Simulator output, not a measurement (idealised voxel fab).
A process module follows: voxel air gaps.
Xsec cut, 275 nm wide, square cell size 5 nm.
Format of a cross-section: grid, square cells. Given as bands. Order: top down. Band: one or more rows of cells. First you get the band's top height and its bottom height, in nm, and then the materials it's made of, left to right, with each width in nm. If you see a single material with "throughout", that one covers the band edge to edge. "empty" is empty space. Measure heights from 0. That's the level where, below it, the as-received wafer is all one material. The lowest band is bottomless and extends downward; write it as in "top 0, no bottom". The expression "30..40" gives the width at the extremes of the band, the first number at its top row of cells and the second at its bottom row, with the width changing by equal amounts from each row to the next in between. A step reported as "remains unaltered" is a step in which no cell of the cross-section changed. Enclosed internal cavities: empty space of 8 cells or more with no open way to the top, each as width x height at its distance from the left edge, in nm. That trailing text on a step's line, after the settings, is the simulator's own remark on the step. The setting "overlay nm" may be written on the line of a step. When the step uses a mask, the value reports how far to the right of the planned place the mask lay, and a negative value reports that it lay to the left.
### Intended process steps
- 1: RECEIVE, material Si
- 2: CONFORMAL_DEP, material SiO2, thk nm 10
- 3: CONFORMAL_DEP, material SiCN, thk nm 5
- 4: DIRECTIONAL_DEP, material SiO2, thk nm 40
- 5: DIRECTIONAL_DEP, material aC, thk nm 10
- 6: PATTERN, tone open, mask id LINES, material resist, width nm 25, pitch nm 55, thk nm 30, overlay nm 0
- 7: DIRECTIONAL_ETCH, etch materials aC, depth nm 10
- 8: STRIP, etch materials resist
- 9: DIRECTIONAL_ETCH, etch materials SiO2, depth nm 40
- 10: STRIP, etch materials aC
- 11: CONFORMAL_DEP, material TiN, thk nm 5
- 12: FILL_DEP, material Ru, thk nm 10
- 13: CMP, height nm 55
- 14: EPI, material Ru, thk nm 10
- 15: SELECTIVE_ETCH, etch materials SiO2, depth nm 50
- 16: CONFORMAL_DEP, material SiCN, thk nm 5
### First of two wafers, with the run carried out as planned
### This is the cross-section of the wafer as we received it, i.e. after step 1
    top 0, no bottom: Si throughout
    Enclosed internal cavities: none
### Once step 2 is through, the wafer looks like this in cross-section
    top 10, bottom 0: SiO2 throughout
    Rest of section, below 0: as before.
### Once step 3 is through, the wafer looks like this in cross-section
    top 15, bottom 10: SiCN throughout
    Rest of section, below 10: as before.
### Once step 4 is through, the wafer looks like this in cross-section
    top 55, bottom 15: SiO2 throughout
    Rest of section, below 15: as before.
### Once step 5 is through, the wafer looks like this in cross-section
    top 65, bottom 55: aC throughout
    Rest of section, below 55: as before.
### Once step 6 is through, the wafer looks like this in cross-section
    top 95, bottom 65: 70 resist; 25 empty; 30 resist; 25 empty; 30 resist; 25 empty; 70 resist
    Rest of section, below 65: as before.
### Once step 7 is through, the wafer looks like this in cross-section
    top 85, bottom 65: 70 resist; 25 empty; 30 resist; 25 empty; 30 resist; 25 empty; 70 resist
    top 65, bottom 55: 70 aC; 25 empty; 30 aC; 25 empty; 30 aC; 25 empty; 70 aC
    Rest of section, below 55: as before.
### Once step 8 is through, the wafer looks like this in cross-section
    top 65, bottom 55: 70 aC; 25 empty; 30 aC; 25 empty; 30 aC; 25 empty; 70 aC
    Rest of section, below 55: as before.
### Once step 9 is through, the wafer looks like this in cross-section
    top 65, bottom 55: 70 aC; 25 empty; 30 aC; 25 empty; 30 aC; 25 empty; 70 aC
    top 55, bottom 15: 70 SiO2; 25 empty; 30 SiO2; 25 empty; 30 SiO2; 25 empty; 70 SiO2
    Rest of section, below 15: as before.
### Once step 10 is through, the wafer looks like this in cross-section
    top 55, bottom 15: 70 SiO2; 25 empty; 30 SiO2; 25 empty; 30 SiO2; 25 empty; 70 SiO2
    Rest of section, below 15: as before.
### Once step 11 is through, the wafer looks like this in cross-section
    top 60, bottom 55: 75 TiN; 15 empty; 40 TiN; 15 empty; 40 TiN; 15 empty; 75 TiN
    top 55, bottom 20: 70 SiO2; 5 TiN; 15 empty; 5 TiN; 30 SiO2; 5 TiN; 15 empty; 5 TiN; 30 SiO2; 5 TiN; 15 empty; 5 TiN; 70 SiO2
    top 20, bottom 15: 70 SiO2; 25 TiN; 30 SiO2; 25 TiN; 30 SiO2; 25 TiN; 70 SiO2
    Rest of section, below 15: as before.
### Once step 12 is through, the wafer looks like this in cross-section
    top 70, bottom 60: Ru throughout
    top 60, bottom 55: 75 TiN; 15 Ru; 40 TiN; 15 Ru; 40 TiN; 15 Ru; 75 TiN
    top 55, bottom 20: 70 SiO2; 5 TiN; 15 Ru; 5 TiN; 30 SiO2; 5 TiN; 15 Ru; 5 TiN; 30 SiO2; 5 TiN; 15 Ru; 5 TiN; 70 SiO2
    Rest of section, below 20: as before.
### Once step 13 is through, the wafer looks like this in cross-section
    top 55, bottom 20: 70 SiO2; 5 TiN; 15 Ru; 5 TiN; 30 SiO2; 5 TiN; 15 Ru; 5 TiN; 30 SiO2; 5 TiN; 15 Ru; 5 TiN; 70 SiO2
    Rest of section, below 20: as before.
### Once step 14 is through, the wafer looks like this in cross-section
    top 65, bottom 55: 60 empty; 45 Ru; 10 empty; 45 Ru; 10 empty; 45 Ru; 60 empty
    Rest of section, below 55: as before.
### Once step 15 is through, the wafer looks like this in cross-section
    top 65, bottom 55: 60 empty; 45 Ru; 10 empty; 45 Ru; 10 empty; 45 Ru; 60 empty
    top 55, bottom 20: 70 empty; 5 TiN; 15 Ru; 5 TiN; 30 empty; 5 TiN; 15 Ru; 5 TiN; 30 empty; 5 TiN; 15 Ru; 5 TiN; 70 empty
    top 20, bottom 15: 70 empty; 25 TiN; 30 empty; 25 TiN; 30 empty; 25 TiN; 70 empty
    Rest of section, below 15: as before.
### Once step 16 is through, the wafer looks like this in cross-section
    top 70, bottom 65: 55 empty; 165 SiCN; 55 empty
    top 65, bottom 55: 55 empty; 5 SiCN; 45 Ru; 10 SiCN; 45 Ru; 10 SiCN; 45 Ru; 5 SiCN; 55 empty
    top 55, bottom 50: 55 empty; 15 SiCN; 5 TiN; 15 Ru; 5 TiN; 30 SiCN; 5 TiN; 15 Ru; 5 TiN; 30 SiCN; 5 TiN; 15 Ru; 5 TiN; 15 SiCN; 55 empty
    top 50, bottom 20: 65 empty; 5 SiCN; 5 TiN; 15 Ru; 5 TiN; 5 SiCN; 20 empty; 5 SiCN; 5 TiN; 15 Ru; 5 TiN; 5 SiCN; 20 empty; 5 SiCN; 5 TiN; 15 Ru; 5 TiN; 5 SiCN; 65 empty
    top 20, bottom 15: 70 SiCN; 25 TiN; 30 SiCN; 25 TiN; 30 SiCN; 25 TiN; 70 SiCN
    Rest of section, below 15: as before.
    Enclosed internal cavities: 20 x 30 at 100; 20 x 30 at 155
### Wafer two. Identical start, identical plan. One mistake in execution. Identical history through step 5
### X-section, second wafer, when step 6 was due to finish
    top 95, bottom 65: 60 resist; 25 empty; 30 resist; 25 empty; 30 resist; 25 empty; 80 resist
    Rest of section, below 65: as before.
### X-section, second wafer, when step 7 was due to finish
    top 85, bottom 65: 60 resist; 25 empty; 30 resist; 25 empty; 30 resist; 25 empty; 80 resist
    top 65, bottom 55: 60 aC; 25 empty; 30 aC; 25 empty; 30 aC; 25 empty; 80 aC
    Rest of section, below 55: as before.
### X-section, second wafer, when step 8 was due to finish
    top 65, bottom 55: 60 aC; 25 empty; 30 aC; 25 empty; 30 aC; 25 empty; 80 aC
    Rest of section, below 55: as before.
### X-section, second wafer, when step 9 was due to finish
    top 65, bottom 55: 60 aC; 25 empty; 30 aC; 25 empty; 30 aC; 25 empty; 80 aC
    top 55, bottom 15: 60 SiO2; 25 empty; 30 SiO2; 25 empty; 30 SiO2; 25 empty; 80 SiO2
    Rest of section, below 15: as before.
### X-section, second wafer, when step 10 was due to finish
    top 55, bottom 15: 60 SiO2; 25 empty; 30 SiO2; 25 empty; 30 SiO2; 25 empty; 80 SiO2
    Rest of section, below 15: as before.
### X-section, second wafer, when step 11 was due to finish
    top 60, bottom 55: 65 TiN; 15 empty; 40 TiN; 15 empty; 40 TiN; 15 empty; 85 TiN
    top 55, bottom 20: 60 SiO2; 5 TiN; 15 empty; 5 TiN; 30 SiO2; 5 TiN; 15 empty; 5 TiN; 30 SiO2; 5 TiN; 15 empty; 5 TiN; 80 SiO2
    top 20, bottom 15: 60 SiO2; 25 TiN; 30 SiO2; 25 TiN; 30 SiO2; 25 TiN; 80 SiO2
    Rest of section, below 15: as before.
### X-section, second wafer, when step 12 was due to finish
    top 70, bottom 60: Ru throughout
    top 60, bottom 55: 65 TiN; 15 Ru; 40 TiN; 15 Ru; 40 TiN; 15 Ru; 85 TiN
    top 55, bottom 20: 60 SiO2; 5 TiN; 15 Ru; 5 TiN; 30 SiO2; 5 TiN; 15 Ru; 5 TiN; 30 SiO2; 5 TiN; 15 Ru; 5 TiN; 80 SiO2
    Rest of section, below 20: as before.
### X-section, second wafer, when step 13 was due to finish
    top 55, bottom 20: 60 SiO2; 5 TiN; 15 Ru; 5 TiN; 30 SiO2; 5 TiN; 15 Ru; 5 TiN; 30 SiO2; 5 TiN; 15 Ru; 5 TiN; 80 SiO2
    Rest of section, below 20: as before.
### X-section, second wafer, when step 14 was due to finish
    top 65, bottom 55: 50 empty; 45 Ru; 10 empty; 45 Ru; 10 empty; 45 Ru; 70 empty
    Rest of section, below 55: as before.
### X-section, second wafer, when step 15 was due to finish
    top 65, bottom 55: 50 empty; 45 Ru; 10 empty; 45 Ru; 10 empty; 45 Ru; 70 empty
    top 55, bottom 20: 60 empty; 5 TiN; 15 Ru; 5 TiN; 30 empty; 5 TiN; 15 Ru; 5 TiN; 30 empty; 5 TiN; 15 Ru; 5 TiN; 80 empty
    top 20, bottom 15: 60 empty; 25 TiN; 30 empty; 25 TiN; 30 empty; 25 TiN; 80 empty
    Rest of section, below 15: as before.
### X-section, second wafer, when step 16 was due to finish
    top 70, bottom 65: 45 empty; 165 SiCN; 65 empty
    top 65, bottom 55: 45 empty; 5 SiCN; 45 Ru; 10 SiCN; 45 Ru; 10 SiCN; 45 Ru; 5 SiCN; 65 empty
    top 55, bottom 50: 45 empty; 15 SiCN; 5 TiN; 15 Ru; 5 TiN; 30 SiCN; 5 TiN; 15 Ru; 5 TiN; 30 SiCN; 5 TiN; 15 Ru; 5 TiN; 15 SiCN; 65 empty
    top 50, bottom 20: 55 empty; 5 SiCN; 5 TiN; 15 Ru; 5 TiN; 5 SiCN; 20 empty; 5 SiCN; 5 TiN; 15 Ru; 5 TiN; 5 SiCN; 20 empty; 5 SiCN; 5 TiN; 15 Ru; 5 TiN; 5 SiCN; 75 empty
    top 20, bottom 15: 60 SiCN; 25 TiN; 30 SiCN; 25 TiN; 30 SiCN; 25 TiN; 80 SiCN
    Rest of section, below 15: as before.
    Enclosed internal cavities: 20 x 30 at 90; 20 x 30 at 145
Short version of what went wrong: off-plan run, step 6, actual operation and settings PATTERN, tone open, mask id LINES, material resist, width nm 25, pitch nm 55, thk nm 30, overlay nm -10
Final wafers compared: equal cell tally per material, rearranged layout.
